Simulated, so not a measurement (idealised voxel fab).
This section sets out a process module, namely voxel gate over fins.
The figure presents cross-section cut, which has a width of 150 nm and is divided into square cells with an edge length of 5 nm.
In what follows, cross-sections appear as grids of square cells, described through bands that run from the top down, where every band is one or more rows of cells. Top height, bottom height, nm. Materials left to right, width each, nm. Single material + "everywhere" = fills band edge to edge. "air" = empty. We count height from 0. Below that, the starting wafer is all one material. The lowest band never ends at the bottom but goes on down; see "0 down" for how that is written. So if you see something like "30..40" for the width, read it as the top row of the band sitting at the first number and the bottom row at the second, with every row in between moving by the same amount as the last. "nothing was modified" (step): cross-section cells unchanged, all of them. "Completely sealed voids" - sealed voids, min. 8 cells, no opening to top; format: width x height at distance (distance from left edge; nm throughout). Whatever follows a step's settings on its line is a remark the simulator itself makes about that step. "overlay nm" denotes, for a step that has a mask, the displacement of the mask to the right of its planned place, with negative values corresponding to the left.
THE PROCESS STEPS THAT WERE PLANNED ARE LISTED BELOW
| 1 | RECEIVE [material Si] |
| 2 | CONFORMAL_DEP [material SiN] [thk nm 10] |
| 3 | DIRECTIONAL_DEP [material aC] [thk nm 15] |
| 4 | PATTERN [tone cover] [mask id FINS] [material resist] [width nm 15] [pitch nm 35] [thk nm 35] [overlay nm 0] |
| 5 | DIRECTIONAL_ETCH [etch materials aC] [depth nm 15] |
| 6 | STRIP [etch materials resist] |
| 7 | DIRECTIONAL_ETCH [etch materials SiN] [depth nm 10] |
| 8 | DIRECTIONAL_ETCH [etch materials Si] [depth nm 35] |
| 9 | STRIP [etch materials aC] |
| 10 | OXIDIZE [depth nm 5] |
| 11 | FILL_DEP [material SiO2] [thk nm 15] |
| 12 | CMP [height nm 10] |
| 13 | SELECTIVE_ETCH [etch materials SiO2] [depth nm 25] |
| 14 | STRIP [etch materials SiN] |
| 15 | CONFORMAL_DEP [material HfO2] [thk nm 5] |
| 16 | CONFORMAL_DEP [material TiN] [thk nm 5] |
| 17 | FILL_DEP [material W] [thk nm 10] |
| 18 | CMP [height nm 15] |
| 19 | CONFORMAL_DEP [material SiCN] [thk nm 5] |
FIRST OUT OF TWO WAFERS; RUN WENT TO PLAN
SO THIS IS THE INCOMING WAFER IN CROSS-SECTION - IT'S ALREADY BEEN THROUGH STEP 1
    0 down  Si everywhere
    Completely sealed voids: none
AFTER STEP 2, IN CROSS-SECTION
    10 to 0  SiN everywhere
    Under 0: no change, same as before.
AFTER STEP 3, IN CROSS-SECTION
    25 to 10  aC everywhere
    Under 10: no change, same as before.
AFTER STEP 4, IN CROSS-SECTION
    60 to 25  50 air / 15 resist / 20 air / 15 resist / 50 air
    Under 25: no change, same as before.
AFTER STEP 5, IN CROSS-SECTION
    45 to 25  50 air / 15 resist / 20 air / 15 resist / 50 air
    25 to 10  50 air / 15 aC / 20 air / 15 aC / 50 air
    Under 10: no change, same as before.
AFTER STEP 6, IN CROSS-SECTION
    25 to 10  50 air / 15 aC / 20 air / 15 aC / 50 air
    Under 10: no change, same as before.
AFTER STEP 7, IN CROSS-SECTION
    25 to 10  50 air / 15 aC / 20 air / 15 aC / 50 air
    10 to 0  50 air / 15 SiN / 20 air / 15 SiN / 50 air
    Under 0: no change, same as before.
AFTER STEP 8, IN CROSS-SECTION
    25 to 10  50 air / 15 aC / 20 air / 15 aC / 50 air
    10 to 0  50 air / 15 SiN / 20 air / 15 SiN / 50 air
    0 to -35  50 air / 15 Si / 20 air / 15 Si / 50 air
    Under -35: no change, same as before.
AFTER STEP 9, IN CROSS-SECTION
    10 to 0  50 air / 15 SiN / 20 air / 15 SiN / 50 air
    Under 0: no change, same as before.
AFTER STEP 10, IN CROSS-SECTION
    10 to 0  50 air / 15 SiN / 20 air / 15 SiN / 50 air
    0 to -35  50 air / 5 SiO2 / 5 Si / 5 SiO2 / 20 air / 5 SiO2 / 5 Si / 5 SiO2 / 50 air
    -35 to -40  55 SiO2 / 5 Si / 30 SiO2 / 5 Si / 55 SiO2
    Under -40: no change, same as before.
AFTER STEP 11, IN CROSS-SECTION
    25 to 10  SiO2 everywhere
    10 to 0  50 SiO2 / 15 SiN / 20 SiO2 / 15 SiN / 50 SiO2
    0 to -40  55 SiO2 / 5 Si / 30 SiO2 / 5 Si / 55 SiO2
    Under -40: no change, same as before.
AFTER STEP 12, IN CROSS-SECTION
    10 to 0  50 SiO2 / 15 SiN / 20 SiO2 / 15 SiN / 50 SiO2
    Under 0: no change, same as before.
AFTER STEP 13, IN CROSS-SECTION
    10 to 0  50 air / 15 SiN / 20 air / 15 SiN / 50 air
    0 to -15  55 air / 5 Si / 30 air / 5 Si / 55 air
    Under -15: no change, same as before.
AFTER STEP 14, IN CROSS-SECTION
    0 to -15  55 air / 5 Si / 30 air / 5 Si / 55 air
    Under -15: no change, same as before.
AFTER STEP 15, IN CROSS-SECTION
    5 to 0  50 air / 15 HfO2 / 20 air / 15 HfO2 / 50 air
    0 to -10  50 air / 5 HfO2 / 5 Si / 5 HfO2 / 20 air / 5 HfO2 / 5 Si / 5 HfO2 / 50 air
    -10 to -15  55 HfO2 / 5 Si / 30 HfO2 / 5 Si / 55 HfO2
    Under -15: no change, same as before.
AFTER STEP 16, IN CROSS-SECTION
    10 to 5  45 air / 25 TiN / 10 air / 25 TiN / 45 air
    5 to 0  45 air / 5 TiN / 15 HfO2 / 5 TiN / 10 air / 5 TiN / 15 HfO2 / 5 TiN / 45 air
    0 to -5  45 air / 5 TiN / 5 HfO2 / 5 Si / 5 HfO2 / 5 TiN / 10 air / 5 TiN / 5 HfO2 / 5 Si / 5 HfO2 / 5 TiN / 45 air
    -5 to -10  50 TiN / 5 HfO2 / 5 Si / 5 HfO2 / 20 TiN / 5 HfO2 / 5 Si / 5 HfO2 / 50 TiN
    Under -10: no change, same as before.
AFTER STEP 17, IN CROSS-SECTION
    20 to 10  W everywhere
    10 to 5  45 W / 25 TiN / 10 W / 25 TiN / 45 W
    5 to 0  45 W / 5 TiN / 15 HfO2 / 5 TiN / 10 W / 5 TiN / 15 HfO2 / 5 TiN / 45 W
    0 to -5  45 W / 5 TiN / 5 HfO2 / 5 Si / 5 HfO2 / 5 TiN / 10 W / 5 TiN / 5 HfO2 / 5 Si / 5 HfO2 / 5 TiN / 45 W
    Under -5: no change, same as before.
AFTER STEP 18, IN CROSS-SECTION
    15 to 10  W everywhere
    Under 10: no change, same as before.
AFTER STEP 19, IN CROSS-SECTION
    20 to 15  SiCN everywhere
    Under 15: no change, same as before.
NOTES, SECOND WAFER: START = FIRST WAFER'S, PLAN = FIRST WAFER'S, EXECUTION HAD ONE MISTAKE; HISTORY IDENTICAL TO FIRST THROUGH STEP 3
HERE IS THE SECOND WAFER IN CROSS-SECTION AT THE POINT WHERE STEP 4 OF THE PLAN SHOULD HAVE BEEN DONE
    60 to 25  50 air / 20 resist / 15 air / 20 resist / 45 air
    Under 25: no change, same as before.
HERE IS THE SECOND WAFER IN CROSS-SECTION AT THE POINT WHERE STEP 5 OF THE PLAN SHOULD HAVE BEEN DONE
    45 to 25  50 air / 20 resist / 15 air / 20 resist / 45 air
    25 to 10  50 air / 20 aC / 15 air / 20 aC / 45 air
    Under 10: no change, same as before.
HERE IS THE SECOND WAFER IN CROSS-SECTION AT THE POINT WHERE STEP 6 OF THE PLAN SHOULD HAVE BEEN DONE
    25 to 10  50 air / 20 aC / 15 air / 20 aC / 45 air
    Under 10: no change, same as before.
HERE IS THE SECOND WAFER IN CROSS-SECTION AT THE POINT WHERE STEP 7 OF THE PLAN SHOULD HAVE BEEN DONE
    25 to 10  50 air / 20 aC / 15 air / 20 aC / 45 air
    10 to 0  50 air / 20 SiN / 15 air / 20 SiN / 45 air
    Under 0: no change, same as before.
HERE IS THE SECOND WAFER IN CROSS-SECTION AT THE POINT WHERE STEP 8 OF THE PLAN SHOULD HAVE BEEN DONE
    25 to 10  50 air / 20 aC / 15 air / 20 aC / 45 air
    10 to 0  50 air / 20 SiN / 15 air / 20 SiN / 45 air
    0 to -35  50 air / 20 Si / 15 air / 20 Si / 45 air
    Under -35: no change, same as before.
HERE IS THE SECOND WAFER IN CROSS-SECTION AT THE POINT WHERE STEP 9 OF THE PLAN SHOULD HAVE BEEN DONE
    10 to 0  50 air / 20 SiN / 15 air / 20 SiN / 45 air
    Under 0: no change, same as before.
HERE IS THE SECOND WAFER IN CROSS-SECTION AT THE POINT WHERE STEP 10 OF THE PLAN SHOULD HAVE BEEN DONE
    10 to 0  50 air / 20 SiN / 15 air / 20 SiN / 45 air
    0 to -35  50 air / 5 SiO2 / 10 Si / 5 SiO2 / 15 air / 5 SiO2 / 10 Si / 5 SiO2 / 45 air
    -35 to -40  55 SiO2 / 10 Si / 25 SiO2 / 10 Si / 50 SiO2
    Under -40: no change, same as before.
HERE IS THE SECOND WAFER IN CROSS-SECTION AT THE POINT WHERE STEP 11 OF THE PLAN SHOULD HAVE BEEN DONE
    25 to 10  SiO2 everywhere
    10 to 0  50 SiO2 / 20 SiN / 15 SiO2 / 20 SiN / 45 SiO2
    0 to -40  55 SiO2 / 10 Si / 25 SiO2 / 10 Si / 50 SiO2
    Under -40: no change, same as before.
HERE IS THE SECOND WAFER IN CROSS-SECTION AT THE POINT WHERE STEP 12 OF THE PLAN SHOULD HAVE BEEN DONE
    10 to 0  50 SiO2 / 20 SiN / 15 SiO2 / 20 SiN / 45 SiO2
    Under 0: no change, same as before.
HERE IS THE SECOND WAFER IN CROSS-SECTION AT THE POINT WHERE STEP 13 OF THE PLAN SHOULD HAVE BEEN DONE
    10 to 0  50 air / 20 SiN / 15 air / 20 SiN / 45 air
    0 to -15  55 air / 10 Si / 25 air / 10 Si / 50 air
    Under -15: no change, same as before.
HERE IS THE SECOND WAFER IN CROSS-SECTION AT THE POINT WHERE STEP 14 OF THE PLAN SHOULD HAVE BEEN DONE
    0 to -15  55 air / 10 Si / 25 air / 10 Si / 50 air
    Under -15: no change, same as before.
HERE IS THE SECOND WAFER IN CROSS-SECTION AT THE POINT WHERE STEP 15 OF THE PLAN SHOULD HAVE BEEN DONE
    5 to 0  50 air / 20 HfO2 / 15 air / 20 HfO2 / 45 air
    0 to -10  50 air / 5 HfO2 / 10 Si / 5 HfO2 / 15 air / 5 HfO2 / 10 Si / 5 HfO2 / 45 air
    -10 to -15  55 HfO2 / 10 Si / 25 HfO2 / 10 Si / 50 HfO2
    Under -15: no change, same as before.
HERE IS THE SECOND WAFER IN CROSS-SECTION AT THE POINT WHERE STEP 16 OF THE PLAN SHOULD HAVE BEEN DONE
    10 to 5  45 air / 30 TiN / 5 air / 30 TiN / 40 air
    5 to 0  45 air / 5 TiN / 20 HfO2 / 5 TiN / 5 air / 5 TiN / 20 HfO2 / 5 TiN / 40 air
    0 to -5  45 air / 5 TiN / 5 HfO2 / 10 Si / 5 HfO2 / 5 TiN / 5 air / 5 TiN / 5 HfO2 / 10 Si / 5 HfO2 / 5 TiN / 40 air
    -5 to -10  50 TiN / 5 HfO2 / 10 Si / 5 HfO2 / 15 TiN / 5 HfO2 / 10 Si / 5 HfO2 / 45 TiN
    Under -10: no change, same as before.
HERE IS THE SECOND WAFER IN CROSS-SECTION AT THE POINT WHERE STEP 17 OF THE PLAN SHOULD HAVE BEEN DONE
    20 to 10  W everywhere
    10 to 5  45 W / 30 TiN / 5 W / 30 TiN / 40 W
    5 to 0  45 W / 5 TiN / 20 HfO2 / 5 TiN / 5 W / 5 TiN / 20 HfO2 / 5 TiN / 40 W
    0 to -5  45 W / 5 TiN / 5 HfO2 / 10 Si / 5 HfO2 / 5 TiN / 5 W / 5 TiN / 5 HfO2 / 10 Si / 5 HfO2 / 5 TiN / 40 W
    Under -5: no change, same as before.
HERE IS THE SECOND WAFER IN CROSS-SECTION AT THE POINT WHERE STEP 18 OF THE PLAN SHOULD HAVE BEEN DONE
    15 to 10  W everywhere
    Under 10: no change, same as before.
HERE IS THE SECOND WAFER IN CROSS-SECTION AT THE POINT WHERE STEP 19 OF THE PLAN SHOULD HAVE BEEN DONE
    20 to 15  SiCN everywhere
    Under 15: no change, same as before.
Against the plan, the run slipped here: for step 4, the planned setting was not used; the step was instead run as PATTERN [tone cover] [mask id FINS] [material resist] [width nm 20] [pitch nm 35] [thk nm 35] [overlay nm 0]
Wafer comparison, final, in cells, second relative to first, materials more or fewer: Si: 16 more; SiO2: 10 fewer; W: 6 fewer
